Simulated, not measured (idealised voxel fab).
process module | voxel capacitor over wiring
cross-section cut | 165 nm wide | cells 5 nm
A cross-section is a grid of square cells, given in bands from the top down. A band is one or more rows of cells.
Each band's line starts with the height of the band's top and of its bottom, in nm. Then come its materials from left to right, each with its width in nm. One material with "throughout" fills the band from edge to edge. "air" is empty space.
Height 0 is the level under which the wafer as received is all one material. The lowest band goes on downwards, as in "0 down".
A width such as "30 to 40" changes by the same amount from each row of cells to the next, from the band's top row to its bottom row.
"no change" after a step means that no cell of the cross-section changed.
closed voids: empty space of 8 cells or more with no open way to the top, each as width x height at its distance from the left edge, in nm
after a step's settings: what the simulator itself notes on the step
overlay nm, on a step with a mask: how far to the right of its planned place the mask lay; to the left if negative
plan
1 op RECEIVE | material Si
2 op CONFORMAL_DEP | material SiO2 | thk nm 10
3 op DIRECTIONAL_DEP | material TiN | thk nm 5
4 op DIRECTIONAL_DEP | material W | thk nm 15
5 op PATTERN | tone cover | mask id METAL_1 | material resist | width nm 30 | pitch nm 85 | thk nm 15 | overlay nm 0
6 op DIRECTIONAL_ETCH | etch materials W | depth nm 15
7 op DIRECTIONAL_ETCH | etch materials TiN | depth nm 5
8 op STRIP | etch materials resist
9 op FILL_DEP | material SiO2 | thk nm 5
10 op CMP | height nm 30
11 op CONFORMAL_DEP | material SiCN | thk nm 5
12 op DIRECTIONAL_DEP | material SiO2 | thk nm 10
13 op MASKED_ETCH | tone open | mask id PLUG_1 | width nm 15 | etch materials SiO2 | depth nm 10 | overlay nm 0
14 op MASKED_ETCH | tone open | mask id PLUG_1 | width nm 15 | etch materials SiCN | depth nm 5 | overlay nm 0
15 op EPI | material Ru | thk nm 10
16 op EPI | material Ru | thk nm 5
17 op DIRECTIONAL_DEP | material TiN | thk nm 5
18 op DIRECTIONAL_DEP | material SiN | thk nm 5
19 op DIRECTIONAL_DEP | material TiN | thk nm 5
20 op MASKED_ETCH | tone cover | mask id UPPER_PLATE | width nm 60 | etch materials TiN | depth nm 5 | overlay nm 0
21 op MASKED_ETCH | tone cover | mask id UPPER_PLATE | width nm 60 | etch materials SiN | depth nm 5 | overlay nm 0
22 op MASKED_ETCH | tone cover | mask id LOWER_PLATE | width nm 70 | etch materials TiN | depth nm 5 | overlay nm 0
23 op FILL_DEP | material SiO2 | thk nm 20
24 op CMP | height nm 75
25 op PATTERN | tone open | mask id PLUG_2 | material resist | width nm 15 | thk nm 20 | overlay nm 0
26 op DIRECTIONAL_ETCH | etch materials SiO2 | depth nm 15
27 op STRIP | etch materials resist
28 op CONFORMAL_DEP | material TiN | thk nm 5
29 op FILL_DEP | material W | thk nm 5
30 op CMP | height nm 75
31 op CONFORMAL_DEP | material SiN | thk nm 5
as received, after step 1
  0 down: Si throughout
  closed voids: none
first wafer at the end, as planned
  80 to 75: SiN throughout
  75 to 65: SiO2 50 | TiN 5 | W 5 | TiN 5 | SiO2 100
  65 to 55: SiO2 50 to 40 | TiN 15 to 60 | SiO2 100 to 65
  55 to 50: SiO2 40 | SiN 60 | SiO2 65
  50 to 45: SiO2 35 | TiN 70 | SiO2 60
  45 to 35: SiO2 40 | Ru 15 | SiO2 110
  35 to 30: SiCN 40 | Ru 15 | SiCN 110
  30 to 15: SiO2 25 | W 30 | SiO2 55 | W 30 | SiO2 25
  15 to 10: SiO2 25 | TiN 30 | SiO2 55 | TiN 30 | SiO2 25
  10 to 0: SiO2 throughout
  0 down: Si throughout
  closed voids: none
second wafer at the end: like start, like plan, one mistake
  80 to 75: SiN throughout
  75 to 65: SiO2 50 to 40 | TiN 15 to 60 | SiO2 100 to 65
  65 to 60: SiO2 40 | SiN 60 | SiO2 65
  60 to 50: SiN throughout
  50 to 45: TiN throughout
  45 to 35: SiO2 40 | Ru 15 | SiO2 110
  35 to 30: SiCN 40 | Ru 15 | SiCN 110
  30 to 15: SiO2 25 | W 30 | SiO2 55 | W 30 | SiO2 25
  15 to 10: SiO2 25 | TiN 30 | SiO2 55 | TiN 30 | SiO2 25
  10 to 0: SiO2 throughout
  0 down: Si throughout
  closed voids: none
what went wrong: step 18 ran as: op DIRECTIONAL_DEP | material SiN | thk nm 15
at the end the second wafer has, in cells: 66 more of SiN | 79 fewer of SiO2 | 15 more of TiN | 2 fewer of W
